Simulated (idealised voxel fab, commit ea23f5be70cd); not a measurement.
process module | voxel released beams
cross-section cut | 270 nm wide | cells 5 nm
A cross-section is a grid of square cells, given in bands from the top down. A band is one or more rows of cells.
Each band's line starts with the height of the band's top and of its bottom, in nm. Then come its materials from left to right, each with its width in nm. One material with "throughout" fills the band from edge to edge. "air" is empty space.
Height 0 is the level under which the wafer as received is all one material. The lowest band goes on downwards, as in "0 down".
A width such as "30 to 40" changes by the same amount from each row of cells to the next, from the band's top row to its bottom row.
"no change" after a step means that no cell of the cross-section changed.
closed voids: empty space of 8 cells or more with no open way to the top, each as width x height at its distance from the left edge, in nm
after a step's settings: what the simulator itself notes on the step
overlay nm, on a step with a mask: how far to the right of its planned place the mask lay; to the left if negative
plan
1 op RECEIVE | material Si
2 op CONFORMAL_DEP | material SiN | thk nm 5
3 op DIRECTIONAL_DEP | material SiO2 | thk nm 20
4 op MASKED_ETCH | tone open | mask id ANCHOR | width nm 30 | etch materials SiO2 | depth nm 20 | overlay nm 0
5 op CONFORMAL_DEP | material polySi | thk nm 10
6 op DIRECTIONAL_DEP | material aC | thk nm 10
7 op PATTERN | tone cover | mask id BEAM | material resist | width nm 90 | thk nm 25 | overlay nm 0
8 op DIRECTIONAL_ETCH | etch materials aC | depth nm 10
9 op STRIP | etch materials resist
10 op DIRECTIONAL_ETCH | etch materials polySi | depth nm 10
11 op STRIP | etch materials aC
12 op STRIP | etch materials SiO2
varied across the wafers: thk nm of step 2. The plan shows the first wafer's value. All wafers start alike
first wafer as received, after step 1
  0 down: Si throughout
  closed voids: none
each wafer at the end: cells of each material gained (+) or lost (-) since it was received, then its closed voids
thk nm 5 | +54 SiN | +52 polySi | closed voids: none
thk nm 10 | +108 SiN | +52 polySi | closed voids: none
thk nm 15 | +162 SiN | +52 polySi | closed voids: none
thk nm 20 | +216 SiN | +52 polySi | closed voids: none
thk nm 25 | +270 SiN | +52 polySi | closed voids: none
